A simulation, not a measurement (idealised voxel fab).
Title: Process Module voxel transistor to metal
215 nm wide, 5 nm square cells: that's cross-section cut.
Square cells in a grid make up a cross-section in this document, and the grid is given as bands, listed from the top down, each one or more rows of cells. In this notation a band is specified by the heights of its top and bottom, in that order and in nm, after which its materials appear from left to right, each paired with its width in nm. The word "edge to edge" attached to a single material means that material fills the band from edge to edge; the word "empty" stands for empty space. Height is counted from the level 0, under which the received wafer is composed throughout of one material. The lowest of the bands is not closed at the bottom but continues downward, in the notation "0 -> down". Quick explanation for "30->40": the width changes in equal steps down the rows of cells, from the first number in the band's top row to the second number in its bottom row. Given "nothing changed" for a step, no cell of the cross-section differs between before and after that step. Closed-off voids of 8+ cells (no open route to the top) go in "Enclosed cavity list", written width x height at distance from the left edge, in nm. That trailing text on a step's line, after the settings, is the simulator's own remark on the step. overlay nm: mask right of planned place by this much (step with mask). Neg. = left.
The following list gives the planned process steps
step 1: RECEIVE [material Si]
step 2: CONFORMAL_DEP [material SiO2] [thk nm 5]
step 3: CONFORMAL_DEP [material SiN] [thk nm 10]
step 4: PATTERN [tone cover] [mask id ACTIVE] [material resist] [width nm 110] [thk nm 15] [overlay nm 0]
step 5: DIRECTIONAL_ETCH [etch materials SiN] [depth nm 10]
step 6: DIRECTIONAL_ETCH [etch materials SiO2] [depth nm 5]
step 7: DIRECTIONAL_ETCH [etch materials Si] [depth nm 20]
step 8: STRIP [etch materials resist]
step 9: OXIDIZE [depth nm 5]
step 10: FILL_DEP [material SiO2] [thk nm 15]
step 11: CMP [height nm 15]
step 12: SELECTIVE_ETCH [etch materials SiO2] [depth nm 5]
step 13: STRIP [etch materials SiN]
step 14: SELECTIVE_ETCH [etch materials SiO2] [depth nm 5]
step 15: OXIDIZE [depth nm 5]
step 16: DIRECTIONAL_DEP [material polySi] [thk nm 30]
step 17: DIRECTIONAL_DEP [material SiCN] [thk nm 10]
step 18: PATTERN [tone cover] [mask id GATE] [material resist] [width nm 20] [thk nm 15] [overlay nm 0]
step 19: DIRECTIONAL_ETCH [etch materials SiCN] [depth nm 20]
step 20: DIRECTIONAL_ETCH [etch materials polySi] [depth nm 40]
step 21: STRIP [etch materials resist]
step 22: CONFORMAL_DEP [material SiN] [thk nm 10]
step 23: DIRECTIONAL_ETCH [etch materials SiN] [depth nm 10]
step 24: DIRECTIONAL_ETCH [etch materials SiO2] [depth nm 5]
step 25: DIRECTIONAL_ETCH [etch materials Si] [depth nm 10]
step 26: EPI [material pSi] [thk nm 10]
step 27: FILL_DEP [material SiO2] [thk nm 5]
step 28: CMP [height nm 40]
step 29: DIRECTIONAL_DEP [material SiO2] [thk nm 10]
step 30: PATTERN [tone open] [mask id CONTACT] [material resist] [width nm 20] [pitch nm 80] [thk nm 20] [overlay nm 0]
step 31: DIRECTIONAL_ETCH [etch materials SiO2] [depth nm 55]
step 32: STRIP [etch materials resist]
step 33: CONFORMAL_DEP [material TiN] [thk nm 5]
step 34: FILL_DEP [material Ru] [thk nm 5]
step 35: CMP [height nm 50]
step 36: CONFORMAL_DEP [material SiCN] [thk nm 5]
step 37: DIRECTIONAL_DEP [material lowk] [thk nm 20]
step 38: PATTERN [tone open] [mask id METAL_1] [material resist] [width nm 20] [pitch nm 80] [thk nm 15] [overlay nm 0]
step 39: DIRECTIONAL_ETCH [etch materials lowk] [depth nm 20]
step 40: DIRECTIONAL_ETCH [etch materials SiCN] [depth nm 5]
step 41: STRIP [etch materials resist]
step 42: CONFORMAL_DEP [material TiN] [thk nm 5]
step 43: FILL_DEP [material Cu] [thk nm 10]
step 44: CMP [height nm 75]
step 45: CONFORMAL_DEP [material SiCN] [thk nm 5]
step 46: DIRECTIONAL_DEP [material SiO2] [thk nm 35]
step 47: DIRECTIONAL_DEP [material aC] [thk nm 15]
step 48: PATTERN [tone open] [mask id METAL_2_HOLES] [material resist] [width nm 15] [pitch nm 80] [thk nm 35] [overlay nm 0]
step 49: DIRECTIONAL_ETCH [etch materials aC] [depth nm 15]
step 50: STRIP [etch materials resist]
step 51: DIRECTIONAL_ETCH [etch materials SiO2] [depth nm 35]
step 52: STRIP [etch materials aC]
step 53: MASKED_ETCH [tone open] [mask id METAL_2] [width nm 20] [pitch nm 80] [etch materials SiO2] [depth nm 20] [overlay nm 0]
step 54: MASKED_ETCH [tone open] [mask id METAL_2] [width nm 20] [pitch nm 80] [etch materials SiCN] [depth nm 5] [overlay nm 0]
step 55: CONFORMAL_DEP [material TiN] [thk nm 5]
step 56: FILL_DEP [material Ru] [thk nm 5]
step 57: CMP [height nm 115]
step 58: CONFORMAL_DEP [material SiCN] [thk nm 5]
Cross-section: wafer on arrival = after step 1
    0 -> down: Si edge to edge
    Enclosed cavity list: none
The following cross-section depicts the wafer upon conclusion of the module. Processing commenced from the starting condition illustrated above and adhered to the plan illustrated above, save for one mistake in execution
    120 -> 115: SiCN edge to edge
    115 -> 110: SiO2 55, then TiN 5, then Ru 5, then TiN 10, then SiO2 60, then TiN 5, then Ru 5, then TiN 10, then SiO2 60
    110 -> 95: SiO2 55, then TiN 5, then Ru 5, then TiN 5, then SiO2 65, then TiN 5, then Ru 5, then TiN 5, then SiO2 65
    95 -> 90: SiCN 55, then TiN 15, then SiCN 65, then TiN 15, then SiCN 65
    90 -> 80: Cu edge to edge
    80 -> 75: TiN 60, then Cu 10, then TiN 70, then Cu 10, then TiN 65
    75 -> 55: lowk 55, then TiN 5, then Cu 10, then TiN 5, then lowk 60, then TiN 5, then Cu 10, then TiN 5, then lowk 60
    55 -> 50: SiCN 55, then TiN 20, then SiCN 60, then TiN 20, then SiCN 60
    50 -> 40: SiO2 55, then TiN 5, then Ru 10, then TiN 5, then SiO2 60, then TiN 5, then Ru 10, then TiN 5, then SiO2 60
    40 -> 30: SiO2 55, then TiN 5, then Ru 10, then TiN 5, then SiO2 10, then SiN 10, then SiCN 20, then SiN 10, then SiO2 10, then TiN 5, then Ru 10, then TiN 5, then SiO2 60
    30 -> 5: SiO2 55, then TiN 5, then Ru 10, then TiN 5, then SiO2 10, then SiN 10, then polySi 20, then SiN 10, then SiO2 10, then TiN 5, then Ru 10, then TiN 5, then SiO2 60
    5 -> 0: SiO2 45, then SiN 10, then TiN 5, then Ru 10, then TiN 5, then pSi 10, then SiN 10, then polySi 20, then SiN 10, then pSi 10, then TiN 5, then Ru 10, then TiN 5, then SiN 10, then SiO2 50
    0 -> -5: SiO2 55, then TiN 20, then pSi 10, then SiO2 40, then pSi 10, then TiN 20, then SiO2 60
    -5 -> -15: SiO2 55, then pSi 30, then Si 40, then pSi 30, then SiO2 60
    -15 -> -25: SiO2 55, then Si 100, then SiO2 60
    -25 -> down: Si edge to edge
    Enclosed cavity list: none
What broke from the plan during processing? step 44 of the plan did not run at all; it was left out
